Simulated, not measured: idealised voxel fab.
Process module under the name voxel air gaps
Cross-sectional view cut (width: 275 nm; square cell size: 5 nm).
The cross-sections in this document take the form of a grid made of square cells. They are written out as bands, in order from top to bottom. Each band consists of one or more rows of cells.
Top, bottom (nm), then materials left to right with widths (nm); lone material tagged "all across" fills the whole band edge to edge; "blank" = empty space.
Where do heights start? At 0: under that level the wafer as delivered is made of one material only. And the lowest band has no floor; it just carries on downward, as in "top 0, no bottom".
Width "30->40": first value at the band's top row of cells, second value at its bottom row, equal change from row to row.
"stayed the same" for a step: no cell of the cross-section changed in that step.
What "Voids, fully enclosed" gives you is every empty space of 8 cells or more that is cut off from the top. Each appears as width x height at distance, with the distance taken from the left edge and width, height and distance all in nm.
Step line, after settings: the simulator's comment on this step.
"overlay nm" denotes, for a step that has a mask, the displacement of the mask to the right of its planned place, with negative values corresponding to the left.
Process steps (planned)
- 1: RECEIVE | material Si
- 2: CONFORMAL_DEP | material SiO2 | thk nm 10
- 3: CONFORMAL_DEP | material SiCN | thk nm 5
- 4: DIRECTIONAL_DEP | material SiO2 | thk nm 35
- 5: PATTERN | tone open | mask id LINES | material resist | width nm 20 | pitch nm 50 | thk nm 20 | overlay nm 0
- 6: DIRECTIONAL_ETCH | etch materials SiO2 | depth nm 35
- 7: STRIP | etch materials resist
- 8: CONFORMAL_DEP | material TiN | thk nm 5
- 9: FILL_DEP | material Cu | thk nm 10
- 10: CMP | height nm 50
- 11: EPI | material Ru | thk nm 10
- 12: SELECTIVE_ETCH | etch materials SiO2 | depth nm 45
- 13: CONFORMAL_DEP | material SiCN | thk nm 5
Cross-section: wafer on arrival = after step 1
> top 0, no bottom: Si all across
> Voids, fully enclosed: none
Looking at the first of two wafers in cross-section at end of module - ran to plan
> top 65, bottom 60: blank 60, then SiCN 150, then blank 65
> top 60, bottom 50: blank 60, then SiCN 5, then Ru 40, then SiCN 10, then Ru 40, then SiCN 10, then Ru 40, then SiCN 5, then blank 65
> top 50, bottom 45: blank 60, then SiCN 15, then TiN 5, then Cu 10, then TiN 5, then SiCN 30, then TiN 5, then Cu 10, then TiN 5, then SiCN 30, then TiN 5, then Cu 10, then TiN 5, then SiCN 15, then blank 65
> top 45, bottom 20: blank 70, then SiCN 5, then TiN 5, then Cu 10, then TiN 5, then SiCN 5, then blank 20, then SiCN 5, then TiN 5, then Cu 10, then TiN 5, then SiCN 5, then blank 20, then SiCN 5, then TiN 5, then Cu 10, then TiN 5, then SiCN 5, then blank 75
> top 20, bottom 15: SiCN 75, then TiN 20, then SiCN 30, then TiN 20, then SiCN 30, then TiN 20, then SiCN 80
> top 15, bottom 10: SiCN all across
> top 10, bottom 0: SiO2 all across
> top 0, no bottom: Si all across
> Voids, fully enclosed: 20 x 25 at 100; 20 x 25 at 150
Cross-section at end of module for the second wafer of two, which matched the first in starting point and plan and differed by one mistake in its processing
> top 75, bottom 70: blank 50, then SiCN 170, then blank 55
> top 70, bottom 50: blank 50, then SiCN 5, then Ru 160, then SiCN 5, then blank 55
> top 50, bottom 45: blank 50, then SiCN 25, then TiN 5, then Cu 10, then TiN 5, then SiO2 30, then TiN 5, then Cu 10, then TiN 5, then SiO2 30, then TiN 5, then Cu 10, then TiN 5, then SiCN 25, then blank 55
> top 45, bottom 20: blank 70, then SiCN 5, then TiN 5, then Cu 10, then TiN 5, then SiO2 30, then TiN 5, then Cu 10, then TiN 5, then SiO2 30, then TiN 5, then Cu 10, then TiN 5, then SiCN 5, then blank 75
> top 20, bottom 15: SiCN 75, then TiN 20, then SiO2 30, then TiN 20, then SiO2 30, then TiN 20, then SiCN 80
> top 15, bottom 10: SiCN all across
> top 10, bottom 0: SiO2 all across
> top 0, no bottom: Si all across
> Voids, fully enclosed: none
The mistake made against the process plan was this: step 11 of the plan was performed twice
at the end the second wafer has, in cells: Ru: 80 more | SiCN: 40 fewer | SiO2: 84 more
At the end, the first wafer has 2 closed voids and the second wafer has 0.
